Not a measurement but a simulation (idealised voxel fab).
Documented hereafter: the process module known as voxel self aligned vias.
Cross-section cut: width 280 nm, square cells of 5 nm.
How to read a cross-section here: the picture is a grid of square cells, written as bands going from the top down, and any band can span one or more rows of cells. This entry defines a band. It first specifies the height of the band's top and the height of its bottom in nm, and then specifies the band's materials from left to right, stating each material with its width in nm. The word "everywhere" identifies a single material that fills the band from edge to edge, while the word "empty" identifies empty space. Heads up on the height convention: 0 is the point under which the incoming wafer is all one material, and the lowest band has no bottom, it just keeps going down, like "z 0 and below". The notation "30->40" denotes a width that varies across the rows of cells in the band, beginning at the first number in the top row, finishing at the second number in the bottom row, and changing by an identical amount from each row to the next. Any step labelled "stayed the same" changed none of the cells in the cross-section. Reported under the label "Enclosed internal cavities" are the empty spaces having no open way to the top and comprising 8 cells or more; the notation for each is width x height at distance, in which the distance is measured from the left edge and all three values are in nm. On each step's line, the part that comes after the settings is the simulator's own comment on the step. "overlay nm", when on a step's line for a step with a mask, measures how far to the right of its planned place the mask lay; a negative measure means to the left. How should the pairs below be read? Each gives the cross-section before one process step and the cross-section after it, the latter drawn only to the lowest band that changed; the step that lies between them, with its settings, appears under the pair. Does a pair pick up where the pair above left off? Only where its entry headed "Pre-step snapshot" says so, since pairs can come from different runs of this module on the same starting wafer.
Pre-step snapshot:
	z 0 and below: Si everywhere
	Enclosed internal cavities: none
Post-Step Geometry:
	z 10 to 0: SiO2 everywhere
	Lower than 0, everything is as it was.
	Enclosed internal cavities: none
The before and after cross-sections above differ by one step: CONFORMAL_DEP: material SiO2, thk nm 10
Pre-step snapshot: unchanged from the after cross-section in the pair immediately above; refer to that figure.
Post-Step Geometry:
	z 15 to 10: SiCN everywhere
	Lower than 10, everything is as it was.
	Enclosed internal cavities: none
The before and after cross-sections above differ by one step: CONFORMAL_DEP: material SiCN, thk nm 5
Pre-step snapshot: unchanged from the after cross-section in the pair immediately above; refer to that figure.
Post-Step Geometry:
	z 40 to 15: lowk everywhere
	Lower than 15, everything is as it was.
	Enclosed internal cavities: none
The before and after cross-sections above differ by one step: DIRECTIONAL_DEP: material lowk, thk nm 25
Pre-step snapshot: unchanged from the after cross-section in the pair immediately above; refer to that figure.
Post-Step Geometry:
	z 40 to 15: lowk 80; empty 20; lowk 30; empty 20; lowk 30; empty 20; lowk 80
	Lower than 15, everything is as it was.
	Enclosed internal cavities: none
The before and after cross-sections above differ by one step: MASKED_ETCH: tone open, mask id LINES, width nm 20, pitch nm 50, etch materials lowk, depth nm 25, overlay nm 0
Pre-step snapshot: unchanged from the after cross-section in the pair immediately above; refer to that figure.
Post-Step Geometry:
	z 45 to 40: TiN 85; empty 10; TiN 40; empty 10; TiN 40; empty 10; TiN 85
	z 40 to 20: lowk 80; TiN 5; empty 10; TiN 5; lowk 30; TiN 5; empty 10; TiN 5; lowk 30; TiN 5; empty 10; TiN 5; lowk 80
	z 20 to 15: lowk 80; TiN 20; lowk 30; TiN 20; lowk 30; TiN 20; lowk 80
	Lower than 15, everything is as it was.
	Enclosed internal cavities: none
The before and after cross-sections above differ by one step: CONFORMAL_DEP: material TiN, thk nm 5
Pre-step snapshot: unchanged from the after cross-section in the pair immediately above; refer to that figure.
Post-Step Geometry:
	z 55 to 45: Ru everywhere
	z 45 to 40: TiN 85; Ru 10; TiN 40; Ru 10; TiN 40; Ru 10; TiN 85
	z 40 to 20: lowk 80; TiN 5; Ru 10; TiN 5; lowk 30; TiN 5; Ru 10; TiN 5; lowk 30; TiN 5; Ru 10; TiN 5; lowk 80
	Lower than 20, everything is as it was.
	Enclosed internal cavities: none
The before and after cross-sections above differ by one step: FILL_DEP: material Ru, thk nm 10
Pre-step snapshot: unchanged from the after cross-section in the pair immediately above; refer to that figure.
Post-Step Geometry:
	z 40 to 20: lowk 80; TiN 5; Ru 10; TiN 5; lowk 30; TiN 5; Ru 10; TiN 5; lowk 30; TiN 5; Ru 10; TiN 5; lowk 80
	Lower than 20, everything is as it was.
	Enclosed internal cavities: none
The before and after cross-sections above differ by one step: CMP: height nm 40
Pre-step snapshot: unchanged from the after cross-section in the pair immediately above; refer to that figure.
Post-Step Geometry:
	z 40 to 35: lowk 80; empty 20; lowk 30; empty 20; lowk 30; empty 20; lowk 80
	Lower than 35, everything is as it was.
	Enclosed internal cavities: none
The before and after cross-sections above differ by one step: SELECTIVE_ETCH: etch materials W Ru TiN, depth nm 5
Pre-step snapshot: unchanged from the after cross-section in the pair immediately above; refer to that figure.
Post-Step Geometry:
	z 45 to 40: SiN everywhere
	z 40 to 35: lowk 80; SiN 20; lowk 30; SiN 20; lowk 30; SiN 20; lowk 80
	Lower than 35, everything is as it was.
	Enclosed internal cavities: none
The before and after cross-sections above differ by one step: FILL_DEP: material SiN, thk nm 5
Pre-step snapshot: unchanged from the after cross-section in the pair immediately above; refer to that figure.
Post-Step Geometry:
	z 40 to 35: lowk 80; SiN 20; lowk 30; SiN 20; lowk 30; SiN 20; lowk 80
	Lower than 35, everything is as it was.
	Enclosed internal cavities: none
The before and after cross-sections above differ by one step: CMP: height nm 40
Pre-step snapshot: unchanged from the after cross-section in the pair immediately above; refer to that figure.
Post-Step Geometry:
	z 60 to 40: lowk everywhere
	Lower than 40, everything is as it was.
	Enclosed internal cavities: none
The before and after cross-sections above differ by one step: DIRECTIONAL_DEP: material lowk, thk nm 20
Pre-step snapshot: unchanged from the after cross-section in the pair immediately above; refer to that figure.
Post-Step Geometry:
	z 75 to 60: aC everywhere
	Lower than 60, everything is as it was.
	Enclosed internal cavities: none
The before and after cross-sections above differ by one step: DIRECTIONAL_DEP: material aC, thk nm 15
Pre-step snapshot: unchanged from the after cross-section in the pair immediately above; refer to that figure.
Post-Step Geometry:
	z 105 to 75: resist 75; empty 30; resist 70; empty 30; resist 75
	Lower than 75, everything is as it was.
	Enclosed internal cavities: none
The before and after cross-sections above differ by one step: PATTERN: tone open, mask id VIAS, material resist, width nm 30, pitch nm 100, thk nm 30, overlay nm 0
Pre-step snapshot: unchanged from the after cross-section in the pair immediately above; refer to that figure.
Post-Step Geometry:
	z 90 to 75: resist 75; empty 30; resist 70; empty 30; resist 75
	z 75 to 60: aC 75; empty 30; aC 70; empty 30; aC 75
	Lower than 60, everything is as it was.
	Enclosed internal cavities: none
The before and after cross-sections above differ by one step: DIRECTIONAL_ETCH: etch materials aC, depth nm 15
Pre-step snapshot: unchanged from the after cross-section in the pair immediately above; refer to that figure.
Post-Step Geometry:
	z 75 to 60: aC 75; empty 30; aC 70; empty 30; aC 75
	Lower than 60, everything is as it was.
	Enclosed internal cavities: none
The before and after cross-sections above differ by one step: STRIP: etch materials resist
Pre-step snapshot: unchanged from the after cross-section in the pair immediately above; refer to that figure.
Post-Step Geometry:
	z 75 to 60: aC 75; empty 30; aC 70; empty 30; aC 75
	z 60 to 40: lowk 75; empty 30; lowk 70; empty 30; lowk 75
	Lower than 40, everything is as it was.
	Enclosed internal cavities: none
The before and after cross-sections above differ by one step: DIRECTIONAL_ETCH: etch materials lowk, depth nm 20
Pre-step snapshot: unchanged from the after cross-section in the pair immediately above; refer to that figure.
Post-Step Geometry:
	z 75 to 60: aC 75; empty 30; aC 70; empty 30; aC 75
	z 60 to 40: lowk 75; empty 30; lowk 70; empty 30; lowk 75
	z 40 to 35: lowk 80; empty 20; lowk 30; SiN 20; lowk 30; empty 20; lowk 80
	Lower than 35, everything is as it was.
	Enclosed internal cavities: none
The before and after cross-sections above differ by one step: DIRECTIONAL_ETCH: etch materials SiN, depth nm 5
Pre-step snapshot: unchanged from the after cross-section in the pair immediately above; refer to that figure.
Post-Step Geometry:
	z 60 to 40: lowk 75; empty 30; lowk 70; empty 30; lowk 75
	Lower than 40, everything is as it was.
	Enclosed internal cavities: none
The before and after cross-sections above differ by one step: STRIP: etch materials aC
Pre-step snapshot: unchanged from the after cross-section in the pair immediately above; refer to that figure.
Post-Step Geometry:
	z 65 to 60: TiN 80; empty 20; TiN 80; empty 20; TiN 80
	z 60 to 45: lowk 75; TiN 5; empty 20; TiN 5; lowk 70; TiN 5; empty 20; TiN 5; lowk 75
	z 45 to 40: lowk 75; TiN 10; empty 10; TiN 10; lowk 70; TiN 10; empty 10; TiN 10; lowk 75
	z 40 to 35: lowk 80; TiN 20; lowk 30; SiN 20; lowk 30; TiN 20; lowk 80
	Lower than 35, everything is as it was.
	Enclosed internal cavities: none
The before and after cross-sections above differ by one step: CONFORMAL_DEP: material TiN, thk nm 5
Pre-step snapshot: unchanged from the after cross-section in the pair immediately above; refer to that figure.
Post-Step Geometry:
	z 70 to 65: Ru everywhere
	z 65 to 60: TiN 80; Ru 20; TiN 80; Ru 20; TiN 80
	z 60 to 45: lowk 75; TiN 5; Ru 20; TiN 5; lowk 70; TiN 5; Ru 20; TiN 5; lowk 75
	z 45 to 40: lowk 75; TiN 10; Ru 10; TiN 10; lowk 70; TiN 10; Ru 10; TiN 10; lowk 75
	Lower than 40, everything is as it was.
	Enclosed internal cavities: none
The before and after cross-sections above differ by one step: FILL_DEP: material Ru, thk nm 5
Pre-step snapshot: unchanged from the after cross-section in the pair immediately above; refer to that figure.
Post-Step Geometry:
	z 60 to 45: lowk 75; TiN 5; Ru 20; TiN 5; lowk 70; TiN 5; Ru 20; TiN 5; lowk 75
	Lower than 45, everything is as it was.
	Enclosed internal cavities: none
The before and after cross-sections above differ by one step: CMP: height nm 60
Pre-step snapshot: unchanged from the after cross-section in the pair immediately above; refer to that figure.
Post-Step Geometry:
	z 65 to 60: SiN everywhere
	Lower than 60, everything is as it was.
	Enclosed internal cavities: none
The before and after cross-sections above differ by one step: CONFORMAL_DEP: material SiN, thk nm 5
Pre-step snapshot:
	z 0 and below: Si everywhere
	Enclosed internal cavities: none
Post-Step Geometry:
	z 5 to 0: SiCN everywhere
	Lower than 0, everything is as it was.
	Enclosed internal cavities: none
The before and after cross-sections above differ by one step: CONFORMAL_DEP: material SiCN, thk nm 5
Pre-step snapshot: unchanged from the after cross-section in the pair immediately above; refer to that figure.
Post-Step Geometry:
	z 30 to 5: lowk everywhere
	Lower than 5, everything is as it was.
	Enclosed internal cavities: none
The before and after cross-sections above differ by one step: DIRECTIONAL_DEP: material lowk, thk nm 25
Pre-step snapshot: unchanged from the after cross-section in the pair immediately above; refer to that figure.
Post-Step Geometry:
	z 30 to 5: lowk 80; empty 20; lowk 30; empty 20; lowk 30; empty 20; lowk 80
	Lower than 5, everything is as it was.
	Enclosed internal cavities: none
The before and after cross-sections above differ by one step: MASKED_ETCH: tone open, mask id LINES, width nm 20, pitch nm 50, etch materials lowk, depth nm 25, overlay nm 0
Pre-step snapshot: unchanged from the after cross-section in the pair immediately above; refer to that figure.
Post-Step Geometry:
	z 35 to 30: TiN 85; empty 10; TiN 40; empty 10; TiN 40; empty 10; TiN 85
	z 30 to 10: lowk 80; TiN 5; empty 10; TiN 5; lowk 30; TiN 5; empty 10; TiN 5; lowk 30; TiN 5; empty 10; TiN 5; lowk 80
	z 10 to 5: lowk 80; TiN 20; lowk 30; TiN 20; lowk 30; TiN 20; lowk 80
	Lower than 5, everything is as it was.
	Enclosed internal cavities: none
The before and after cross-sections above differ by one step: CONFORMAL_DEP: material TiN, thk nm 5
Pre-step snapshot: unchanged from the after cross-section in the pair immediately above; refer to that figure.
Post-Step Geometry:
	z 45 to 35: Ru everywhere
	z 35 to 30: TiN 85; Ru 10; TiN 40; Ru 10; TiN 40; Ru 10; TiN 85
	z 30 to 10: lowk 80; TiN 5; Ru 10; TiN 5; lowk 30; TiN 5; Ru 10; TiN 5; lowk 30; TiN 5; Ru 10; TiN 5; lowk 80
	Lower than 10, everything is as it was.
	Enclosed internal cavities: none
The before and after cross-sections above differ by one step: FILL_DEP: material Ru, thk nm 10
Pre-step snapshot: unchanged from the after cross-section in the pair immediately above; refer to that figure.
Post-Step Geometry:
	z 40 to 35: Ru everywhere
	Lower than 35, everything is as it was.
	Enclosed internal cavities: none
The before and after cross-sections above differ by one step: CMP: height nm 40
Pre-step snapshot: unchanged from the after cross-section in the pair immediately above; refer to that figure.
Post-Step Geometry:
	z 35 to 30: TiN 85; Ru 10; TiN 40; Ru 10; TiN 40; Ru 10; TiN 85
	Lower than 30, everything is as it was.
	Enclosed internal cavities: none
The before and after cross-sections above differ by one step: SELECTIVE_ETCH: etch materials W Ru TiN, depth nm 5
Pre-step snapshot: unchanged from the after cross-section in the pair immediately above; refer to that figure.
Post-Step Geometry:
	z 40 to 35: SiN everywhere
	Lower than 35, everything is as it was.
	Enclosed internal cavities: none
The before and after cross-sections above differ by one step: FILL_DEP: material SiN, thk nm 5
Pre-step snapshot: unchanged from the after cross-section in the pair immediately above; refer to that figure.
Post-Step Geometry:
	z 60 to 40: lowk everywhere
	Lower than 40, everything is as it was.
	Enclosed internal cavities: none
The before and after cross-sections above differ by one step: DIRECTIONAL_DEP: material lowk, thk nm 20
Pre-step snapshot: unchanged from the after cross-section in the pair immediately above; refer to that figure.
Post-Step Geometry:
	z 75 to 60: aC everywhere
	Lower than 60, everything is as it was.
	Enclosed internal cavities: none
The before and after cross-sections above differ by one step: DIRECTIONAL_DEP: material aC, thk nm 15
Pre-step snapshot: unchanged from the after cross-section in the pair immediately above; refer to that figure.
Post-Step Geometry:
	z 105 to 75: resist 75; empty 30; resist 70; empty 30; resist 75
	Lower than 75, everything is as it was.
	Enclosed internal cavities: none
The before and after cross-sections above differ by one step: PATTERN: tone open, mask id VIAS, material resist, width nm 30, pitch nm 100, thk nm 30, overlay nm 0
Pre-step snapshot: unchanged from the after cross-section in the pair immediately above; refer to that figure.
Post-Step Geometry:
	z 90 to 75: resist 75; empty 30; resist 70; empty 30; resist 75
	z 75 to 60: aC 75; empty 30; aC 70; empty 30; aC 75
	Lower than 60, everything is as it was.
	Enclosed internal cavities: none
The before and after cross-sections above differ by one step: DIRECTIONAL_ETCH: etch materials aC, depth nm 15
Pre-step snapshot: unchanged from the after cross-section in the pair immediately above; refer to that figure.
Post-Step Geometry:
	z 75 to 60: aC 75; empty 30; aC 70; empty 30; aC 75
	Lower than 60, everything is as it was.
	Enclosed internal cavities: none
The before and after cross-sections above differ by one step: STRIP: etch materials resist
Pre-step snapshot: unchanged from the after cross-section in the pair immediately above; refer to that figure.
Post-Step Geometry:
	z 75 to 60: aC 75; empty 30; aC 70; empty 30; aC 75
	z 60 to 40: lowk 75; empty 30; lowk 70; empty 30; lowk 75
	Lower than 40, everything is as it was.
	Enclosed internal cavities: none
The before and after cross-sections above differ by one step: DIRECTIONAL_ETCH: etch materials lowk, depth nm 20
Pre-step snapshot: unchanged from the after cross-section in the pair immediately above; refer to that figure.
Post-Step Geometry:
	z 75 to 60: aC 75; empty 30; aC 70; empty 30; aC 75
	z 60 to 40: lowk 75; empty 30; lowk 70; empty 30; lowk 75
	z 40 to 35: SiN 75; empty 30; SiN 70; empty 30; SiN 75
	Lower than 35, everything is as it was.
	Enclosed internal cavities: none
The before and after cross-sections above differ by one step: DIRECTIONAL_ETCH: etch materials SiN, depth nm 5
Pre-step snapshot: unchanged from the after cross-section in the pair immediately above; refer to that figure.
Post-Step Geometry:
	z 60 to 40: lowk 75; empty 30; lowk 70; empty 30; lowk 75
	Lower than 40, everything is as it was.
	Enclosed internal cavities: none
The before and after cross-sections above differ by one step: STRIP: etch materials aC
Pre-step snapshot: unchanged from the after cross-section in the pair immediately above; refer to that figure.
Post-Step Geometry:
	z 65 to 60: TiN 80; empty 20; TiN 80; empty 20; TiN 80
	z 60 to 40: lowk 75; TiN 5; empty 20; TiN 5; lowk 70; TiN 5; empty 20; TiN 5; lowk 75
	z 40 to 35: SiN 75; TiN 30; SiN 70; TiN 30; SiN 75
	Lower than 35, everything is as it was.
	Enclosed internal cavities: none
The before and after cross-sections above differ by one step: CONFORMAL_DEP: material TiN, thk nm 5
Pre-step snapshot: unchanged from the after cross-section in the pair immediately above; refer to that figure.
Post-Step Geometry:
	z 70 to 65: Ru everywhere
	z 65 to 60: TiN 80; Ru 20; TiN 80; Ru 20; TiN 80
	z 60 to 40: lowk 75; TiN 5; Ru 20; TiN 5; lowk 70; TiN 5; Ru 20; TiN 5; lowk 75
	Lower than 40, everything is as it was.
	Enclosed internal cavities: none
The before and after cross-sections above differ by one step: FILL_DEP: material Ru, thk nm 5
Pre-step snapshot: unchanged from the after cross-section in the pair immediately above; refer to that figure.
Post-Step Geometry:
	z 60 to 40: lowk 75; TiN 5; Ru 20; TiN 5; lowk 70; TiN 5; Ru 20; TiN 5; lowk 75
	Lower than 40, everything is as it was.
	Enclosed internal cavities: none
The before and after cross-sections above differ by one step: CMP: height nm 60
Pre-step snapshot: unchanged from the after cross-section in the pair immediately above; refer to that figure.
Post-Step Geometry:
	z 65 to 60: SiN everywhere
	Lower than 60, everything is as it was.
	Enclosed internal cavities: none
The before and after cross-sections above differ by one step: CONFORMAL_DEP: material SiN, thk nm 5
Pre-step snapshot:
	z 75 to 60: aC 75; empty 30; aC 70; empty 30; aC 75
	z 60 to 40: lowk 75; empty 30; lowk 70; empty 30; lowk 75
	z 40 to 35: lowk 80; SiN 20; lowk 30; SiN 20; lowk 30; SiN 20; lowk 80
	z 35 to 20: lowk 80; TiN 5; Ru 10; TiN 5; lowk 30; TiN 5; Ru 10; TiN 5; lowk 30; TiN 5; Ru 10; TiN 5; lowk 80
	z 20 to 15: lowk 80; TiN 20; lowk 30; TiN 20; lowk 30; TiN 20; lowk 80
	z 15 to 10: SiCN everywhere
	z 10 to 0: SiO2 everywhere
	z 0 and below: Si everywhere
	Enclosed internal cavities: none
Post-Step Geometry:
	z 75 to 60: aC 75; empty 30; aC 70; empty 30; aC 75
	z 60 to 40: lowk 75; empty 30; lowk 70; empty 30; lowk 75
	z 40 to 35: lowk 75; empty 5; SiN 20; empty 5; lowk 25; SiN 20; lowk 25; empty 5; SiN 20; empty 5; lowk 75
	z 35 to 20: lowk 75; empty 5; TiN 5; Ru 10; TiN 5; empty 5; lowk 25; TiN 5; Ru 10; TiN 5; lowk 25; empty 5; TiN 5; Ru 10; TiN 5; empty 5; lowk 75
	Lower than 20, everything is as it was.
	Enclosed internal cavities: none
The before and after cross-sections above differ by one step: DIRECTIONAL_ETCH: etch materials lowk, depth nm 20
Pre-step snapshot: unchanged from the after cross-section in the pair immediately above; refer to that figure.
Post-Step Geometry:
	z 75 to 60: aC 75; empty 30; aC 70; empty 30; aC 75
	z 60 to 40: lowk 75; empty 30; lowk 70; empty 30; lowk 75
	z 40 to 35: lowk 75; empty 30; lowk 25; SiN 20; lowk 25; empty 30; lowk 75
	Lower than 35, everything is as it was.
	Enclosed internal cavities: none
The before and after cross-sections above differ by one step: DIRECTIONAL_ETCH: etch materials SiN, depth nm 5
Pre-step snapshot: unchanged from the after cross-section in the pair immediately above; refer to that figure.
Post-Step Geometry:
	z 60 to 40: lowk 75; empty 30; lowk 70; empty 30; lowk 75
	Lower than 40, everything is as it was.
	Enclosed internal cavities: none
The before and after cross-sections above differ by one step: STRIP: etch materials aC
Pre-step snapshot: unchanged from the after cross-section in the pair immediately above; refer to that figure.
Post-Step Geometry:
	z 65 to 60: TiN 80; empty 20; TiN 80; empty 20; TiN 80
	z 60 to 40: lowk 75; TiN 5; empty 20; TiN 5; lowk 70; TiN 5; empty 20; TiN 5; lowk 75
	z 40 to 35: lowk 75; TiN 30; lowk 25; SiN 20; lowk 25; TiN 30; lowk 75
	z 35 to 20: lowk 75; TiN 10; Ru 10; TiN 10; lowk 25; TiN 5; Ru 10; TiN 5; lowk 25; TiN 10; Ru 10; TiN 10; lowk 75
	Lower than 20, everything is as it was.
	Enclosed internal cavities: none
The before and after cross-sections above differ by one step: CONFORMAL_DEP: material TiN, thk nm 5
Pre-step snapshot: unchanged from the after cross-section in the pair immediately above; refer to that figure.
Post-Step Geometry:
	z 70 to 65: Ru everywhere
	z 65 to 60: TiN 80; Ru 20; TiN 80; Ru 20; TiN 80
	z 60 to 40: lowk 75; TiN 5; Ru 20; TiN 5; lowk 70; TiN 5; Ru 20; TiN 5; lowk 75
	Lower than 40, everything is as it was.
	Enclosed internal cavities: none
The before and after cross-sections above differ by one step: FILL_DEP: material Ru, thk nm 5
Pre-step snapshot: unchanged from the after cross-section in the pair immediately above; refer to that figure.
Post-Step Geometry:
	z 60 to 40: lowk 75; TiN 5; Ru 20; TiN 5; lowk 70; TiN 5; Ru 20; TiN 5; lowk 75
	Lower than 40, everything is as it was.
	Enclosed internal cavities: none
The before and after cross-sections above differ by one step: CMP: height nm 60
Pre-step snapshot: unchanged from the after cross-section in the pair immediately above; refer to that figure.
Post-Step Geometry:
	z 65 to 60: SiN everywhere
	Lower than 60, everything is as it was.
	Enclosed internal cavities: none
The before and after cross-sections above differ by one step: CONFORMAL_DEP: material SiN, thk nm 5
Pre-step snapshot:
	z 5 to 0: SiCN everywhere
	z 0 and below: Si everywhere
	Enclosed internal cavities: none
Post-Step Geometry:
	z 15 to 5: SiO2 everywhere
	Lower than 5, everything is as it was.
	Enclosed internal cavities: none
The before and after cross-sections above differ by one step: CONFORMAL_DEP: material SiO2, thk nm 10
Pre-step snapshot: unchanged from the after cross-section in the pair immediately above; refer to that figure.
Post-Step Geometry:
	z 40 to 15: lowk everywhere
	Lower than 15, everything is as it was.
	Enclosed internal cavities: none
The before and after cross-sections above differ by one step: DIRECTIONAL_DEP: material lowk, thk nm 25
Pre-step snapshot: unchanged from the after cross-section in the pair immediately above; refer to that figure.
Post-Step Geometry:
	z 40 to 15: lowk 80; empty 20; lowk 30; empty 20; lowk 30; empty 20; lowk 80
	Lower than 15, everything is as it was.
	Enclosed internal cavities: none
The before and after cross-sections above differ by one step: MASKED_ETCH: tone open, mask id LINES, width nm 20, pitch nm 50, etch materials lowk, depth nm 25, overlay nm 0
Pre-step snapshot: unchanged from the after cross-section in the pair immediately above; refer to that figure.
Post-Step Geometry:
	z 45 to 40: TiN 85; empty 10; TiN 40; empty 10; TiN 40; empty 10; TiN 85
	z 40 to 20: lowk 80; TiN 5; empty 10; TiN 5; lowk 30; TiN 5; empty 10; TiN 5; lowk 30; TiN 5; empty 10; TiN 5; lowk 80
	z 20 to 15: lowk 80; TiN 20; lowk 30; TiN 20; lowk 30; TiN 20; lowk 80
	Lower than 15, everything is as it was.
	Enclosed internal cavities: none
The before and after cross-sections above differ by one step: CONFORMAL_DEP: material TiN, thk nm 5
Pre-step snapshot: unchanged from the after cross-section in the pair immediately above; refer to that figure.
Post-Step Geometry:
	z 55 to 45: Ru everywhere
	z 45 to 40: TiN 85; Ru 10; TiN 40; Ru 10; TiN 40; Ru 10; TiN 85
	z 40 to 20: lowk 80; TiN 5; Ru 10; TiN 5; lowk 30; TiN 5; Ru 10; TiN 5; lowk 30; TiN 5; Ru 10; TiN 5; lowk 80
	Lower than 20, everything is as it was.
	Enclosed internal cavities: none
The before and after cross-sections above differ by one step: FILL_DEP: material Ru, thk nm 10
Pre-step snapshot: unchanged from the after cross-section in the pair immediately above; refer to that figure.
Post-Step Geometry:
	z 40 to 20: lowk 80; TiN 5; Ru 10; TiN 5; lowk 30; TiN 5; Ru 10; TiN 5; lowk 30; TiN 5; Ru 10; TiN 5; lowk 80
	Lower than 20, everything is as it was.
	Enclosed internal cavities: none
The before and after cross-sections above differ by one step: CMP: height nm 40
Pre-step snapshot: unchanged from the after cross-section in the pair immediately above; refer to that figure.
Post-Step Geometry:
	z 40 to 35: lowk 80; empty 20; lowk 30; empty 20; lowk 30; empty 20; lowk 80
	Lower than 35, everything is as it was.
	Enclosed internal cavities: none
The before and after cross-sections above differ by one step: SELECTIVE_ETCH: etch materials W Ru TiN, depth nm 5
Pre-step snapshot: unchanged from the after cross-section in the pair immediately above; refer to that figure.
Post-Step Geometry:
	z 45 to 40: SiN everywhere
	z 40 to 35: lowk 80; SiN 20; lowk 30; SiN 20; lowk 30; SiN 20; lowk 80
	Lower than 35, everything is as it was.
	Enclosed internal cavities: none
The before and after cross-sections above differ by one step: FILL_DEP: material SiN, thk nm 5
Pre-step snapshot: unchanged from the after cross-section in the pair immediately above; refer to that figure.
Post-Step Geometry:
	z 40 to 35: lowk 80; SiN 20; lowk 30; SiN 20; lowk 30; SiN 20; lowk 80
	Lower than 35, everything is as it was.
	Enclosed internal cavities: none
The before and after cross-sections above differ by one step: CMP: height nm 40
Pre-step snapshot: unchanged from the after cross-section in the pair immediately above; refer to that figure.
Post-Step Geometry:
	z 60 to 40: lowk everywhere
	Lower than 40, everything is as it was.
	Enclosed internal cavities: none
The before and after cross-sections above differ by one step: DIRECTIONAL_DEP: material lowk, thk nm 20
Pre-step snapshot: unchanged from the after cross-section in the pair immediately above; refer to that figure.
Post-Step Geometry:
	z 75 to 60: aC everywhere
	Lower than 60, everything is as it was.
	Enclosed internal cavities: none
The before and after cross-sections above differ by one step: DIRECTIONAL_DEP: material aC, thk nm 15
Pre-step snapshot: unchanged from the after cross-section in the pair immediately above; refer to that figure.
Post-Step Geometry:
	z 105 to 75: resist 75; empty 30; resist 70; empty 30; resist 75
	Lower than 75, everything is as it was.
	Enclosed internal cavities: none
The before and after cross-sections above differ by one step: PATTERN: tone open, mask id VIAS, material resist, width nm 30, pitch nm 100, thk nm 30, overlay nm 0
Pre-step snapshot: unchanged from the after cross-section in the pair immediately above; refer to that figure.
Post-Step Geometry:
	z 90 to 75: resist 75; empty 30; resist 70; empty 30; resist 75
	z 75 to 60: aC 75; empty 30; aC 70; empty 30; aC 75
	Lower than 60, everything is as it was.
	Enclosed internal cavities: none
The before and after cross-sections above differ by one step: DIRECTIONAL_ETCH: etch materials aC, depth nm 15
Pre-step snapshot: unchanged from the after cross-section in the pair immediately above; refer to that figure.
Post-Step Geometry:
	z 75 to 60: aC 75; empty 30; aC 70; empty 30; aC 75
	Lower than 60, everything is as it was.
	Enclosed internal cavities: none
The before and after cross-sections above differ by one step: STRIP: etch materials resist
Pre-step snapshot: unchanged from the after cross-section in the pair immediately above; refer to that figure.
Post-Step Geometry:
	z 75 to 60: aC 75; empty 30; aC 70; empty 30; aC 75
	z 60 to 40: lowk 75; empty 30; lowk 70; empty 30; lowk 75
	Lower than 40, everything is as it was.
	Enclosed internal cavities: none
The before and after cross-sections above differ by one step: DIRECTIONAL_ETCH: etch materials lowk, depth nm 20
Pre-step snapshot: unchanged from the after cross-section in the pair immediately above; refer to that figure.
Post-Step Geometry:
	z 75 to 60: aC 75; empty 30; aC 70; empty 30; aC 75
	z 60 to 40: lowk 75; empty 30; lowk 70; empty 30; lowk 75
	z 40 to 35: lowk 80; empty 20; lowk 30; SiN 20; lowk 30; empty 20; lowk 80
	Lower than 35, everything is as it was.
	Enclosed internal cavities: none
The before and after cross-sections above differ by one step: DIRECTIONAL_ETCH: etch materials SiN, depth nm 5
Pre-step snapshot: unchanged from the after cross-section in the pair immediately above; refer to that figure.
Post-Step Geometry:
	z 60 to 40: lowk 75; empty 30; lowk 70; empty 30; lowk 75
	Lower than 40, everything is as it was.
	Enclosed internal cavities: none
The before and after cross-sections above differ by one step: STRIP: etch materials aC
Pre-step snapshot: unchanged from the after cross-section in the pair immediately above; refer to that figure.
Post-Step Geometry:
	z 65 to 60: TiN 80; empty 20; TiN 80; empty 20; TiN 80
	z 60 to 45: lowk 75; TiN 5; empty 20; TiN 5; lowk 70; TiN 5; empty 20; TiN 5; lowk 75
	z 45 to 40: lowk 75; TiN 10; empty 10; TiN 10; lowk 70; TiN 10; empty 10; TiN 10; lowk 75
	z 40 to 35: lowk 80; TiN 20; lowk 30; SiN 20; lowk 30; TiN 20; lowk 80
	Lower than 35, everything is as it was.
	Enclosed internal cavities: none
The before and after cross-sections above differ by one step: CONFORMAL_DEP: material TiN, thk nm 5
Pre-step snapshot: unchanged from the after cross-section in the pair immediately above; refer to that figure.
Post-Step Geometry:
	z 70 to 65: Ru everywhere
	z 65 to 60: TiN 80; Ru 20; TiN 80; Ru 20; TiN 80
	z 60 to 45: lowk 75; TiN 5; Ru 20; TiN 5; lowk 70; TiN 5; Ru 20; TiN 5; lowk 75
	z 45 to 40: lowk 75; TiN 10; Ru 10; TiN 10; lowk 70; TiN 10; Ru 10; TiN 10; lowk 75
	Lower than 40, everything is as it was.
	Enclosed internal cavities: none
The before and after cross-sections above differ by one step: FILL_DEP: material Ru, thk nm 5
Pre-step snapshot: unchanged from the after cross-section in the pair immediately above; refer to that figure.
Post-Step Geometry:
	z 60 to 45: lowk 75; TiN 5; Ru 20; TiN 5; lowk 70; TiN 5; Ru 20; TiN 5; lowk 75
	Lower than 45, everything is as it was.
	Enclosed internal cavities: none
The before and after cross-sections above differ by one step: CMP: height nm 60
Pre-step snapshot: unchanged from the after cross-section in the pair immediately above; refer to that figure.
Post-Step Geometry:
	z 65 to 60: SiN everywhere
	Lower than 60, everything is as it was.
	Enclosed internal cavities: none
The before and after cross-sections above differ by one step: CONFORMAL_DEP: material SiN, thk nm 5
Pre-step snapshot:
	z 40 to 35: lowk 80; SiN 20; lowk 30; SiN 20; lowk 30; SiN 20; lowk 80
	z 35 to 20: lowk 80; TiN 5; Ru 10; TiN 5; lowk 30; TiN 5; Ru 10; TiN 5; lowk 30; TiN 5; Ru 10; TiN 5; lowk 80
	z 20 to 15: lowk 80; TiN 20; lowk 30; TiN 20; lowk 30; TiN 20; lowk 80
	z 15 to 10: SiCN everywhere
	z 10 to 0: SiO2 everywhere
	z 0 and below: Si everywhere
	Enclosed internal cavities: none
Post-Step Geometry:
	z 50 to 40: lowk everywhere
	Lower than 40, everything is as it was.
	Enclosed internal cavities: none
The before and after cross-sections above differ by one step: DIRECTIONAL_DEP: material lowk, thk nm 10
Pre-step snapshot: unchanged from the after cross-section in the pair immediately above; refer to that figure.
Post-Step Geometry:
	z 65 to 50: aC everywhere
	Lower than 50, everything is as it was.
	Enclosed internal cavities: none
The before and after cross-sections above differ by one step: DIRECTIONAL_DEP: material aC, thk nm 15
Pre-step snapshot: unchanged from the after cross-section in the pair immediately above; refer to that figure.
Post-Step Geometry:
	z 95 to 65: resist 75; empty 30; resist 70; empty 30; resist 75
	Lower than 65, everything is as it was.
	Enclosed internal cavities: none
The before and after cross-sections above differ by one step: PATTERN: tone open, mask id VIAS, material resist, width nm 30, pitch nm 100, thk nm 30, overlay nm 0
